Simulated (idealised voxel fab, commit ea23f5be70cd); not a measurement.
process module | voxel capacitor over wiring
cross-section cut | 245 nm wide | cells 5 nm
A cross-section is a grid of square cells, given in bands from the top down. A band is one or more rows of cells.
Each band's line starts with the height of the band's top and of its bottom, in nm. Then come its materials from left to right, each with its width in nm. One material with "throughout" fills the band from edge to edge. "air" is empty space.
Height 0 is the level under which the wafer as received is all one material. The lowest band goes on downwards, as in "0 down".
A width such as "30 to 40" changes by the same amount from each row of cells to the next, from the band's top row to its bottom row.
"no change" after a step means that no cell of the cross-section changed.
closed voids: empty space of 8 cells or more with no open way to the top, each as width x height at its distance from the left edge, in nm
after a step's settings: what the simulator itself notes on the step
overlay nm, on a step with a mask: how far to the right of its planned place the mask lay; to the left if negative
plan
1 op RECEIVE | material Si
2 op CONFORMAL_DEP | material SiO2 | thk nm 15
3 op DIRECTIONAL_DEP | material TiN | thk nm 5
4 op DIRECTIONAL_DEP | material Ru | thk nm 20
5 op PATTERN | tone cover | mask id METAL_1 | material resist | width nm 25 | pitch nm 75 | thk nm 20 | overlay nm 0
6 op DIRECTIONAL_ETCH | etch materials Ru | depth nm 20
7 op DIRECTIONAL_ETCH | etch materials TiN | depth nm 5
8 op STRIP | etch materials resist
9 op CONFORMAL_DEP | material SiN | thk nm 5
10 op FILL_DEP | material lowk | thk nm 10
11 op CMP | height nm 40
12 op CONFORMAL_DEP | material SiCN | thk nm 5
13 op DIRECTIONAL_DEP | material SiO2 | thk nm 10
14 op PATTERN | tone open | mask id PLUG_1 | material resist | width nm 15 | thk nm 20 | overlay nm 0
15 op DIRECTIONAL_ETCH | etch materials SiO2 | depth nm 10
16 op DIRECTIONAL_ETCH | etch materials SiCN | depth nm 5
17 op STRIP | etch materials resist
18 op CONFORMAL_DEP | material TiN | thk nm 5
19 op FILL_DEP | material Ru | thk nm 5
20 op CMP | height nm 55
21 op DIRECTIONAL_DEP | material TiN | thk nm 5
22 op DIRECTIONAL_DEP | material HfO2 | thk nm 5
23 op DIRECTIONAL_DEP | material TiN | thk nm 10
24 op DIRECTIONAL_DEP | material aC | thk nm 10
25 op PATTERN | tone cover | mask id UPPER_PLATE | material resist | width nm 55 | thk nm 30 | overlay nm 0
26 op DIRECTIONAL_ETCH | etch materials aC | depth nm 10
27 op STRIP | etch materials resist
28 op DIRECTIONAL_ETCH | etch materials TiN | depth nm 10
29 op DIRECTIONAL_ETCH | etch materials HfO2 | depth nm 5
30 op STRIP | etch materials aC
31 op DIRECTIONAL_DEP | material aC | thk nm 15
32 op PATTERN | tone cover | mask id LOWER_PLATE | material resist | width nm 65 | thk nm 30 | overlay nm 0
33 op DIRECTIONAL_ETCH | etch materials aC | depth nm 15
34 op STRIP | etch materials resist
35 op DIRECTIONAL_ETCH | etch materials TiN | depth nm 5
36 op STRIP | etch materials aC
37 op FILL_DEP | material SiO2 | thk nm 20
38 op CMP | height nm 90
39 op DIRECTIONAL_DEP | material aC | thk nm 10
40 op PATTERN | tone open | mask id PLUG_2 | material resist | width nm 15 | thk nm 30 | overlay nm 0
41 op DIRECTIONAL_ETCH | etch materials aC | depth nm 10
42 op STRIP | etch materials resist
43 op DIRECTIONAL_ETCH | etch materials SiO2 | depth nm 15
44 op STRIP | etch materials aC
45 op CONFORMAL_DEP | material TiN | thk nm 5
46 op FILL_DEP | material Cu | thk nm 10
47 op CMP | height nm 90
48 op CONFORMAL_DEP | material SiCN | thk nm 5
as received, after step 1
  0 down: Si throughout
  closed voids: none
a wafer at the end: this start, this plan, one mistake
  110 to 105: SiCN throughout
  105 to 95: Cu throughout
  95 to 90: TiN 95 | Cu 5 | TiN 145
  90 to 80: SiO2 90 | TiN 5 | Cu 5 | TiN 5 | SiO2 140
  80 to 75: SiO2 90 | TiN 15 | SiO2 140
  75 to 65: SiO2 80 | TiN 55 | SiO2 110
  65 to 60: SiO2 80 | HfO2 55 | SiO2 110
  60 to 55: SiO2 75 | TiN 65 | SiO2 105
  55 to 45: SiO2 80 | TiN 5 | Ru 5 | TiN 5 | SiO2 150
  45 to 40: SiCN 80 | TiN 15 | SiCN 150
  40 to 20: lowk 65 | SiN 5 | Ru 25 | SiN 5 | lowk 40 | SiN 5 | Ru 25 | SiN 5 | lowk 70
  20 to 15: SiN 70 | TiN 25 | SiN 50 | TiN 25 | SiN 75
  15 to 0: SiO2 throughout
  0 down: Si throughout
  closed voids: none
what went wrong: step 47 was left out
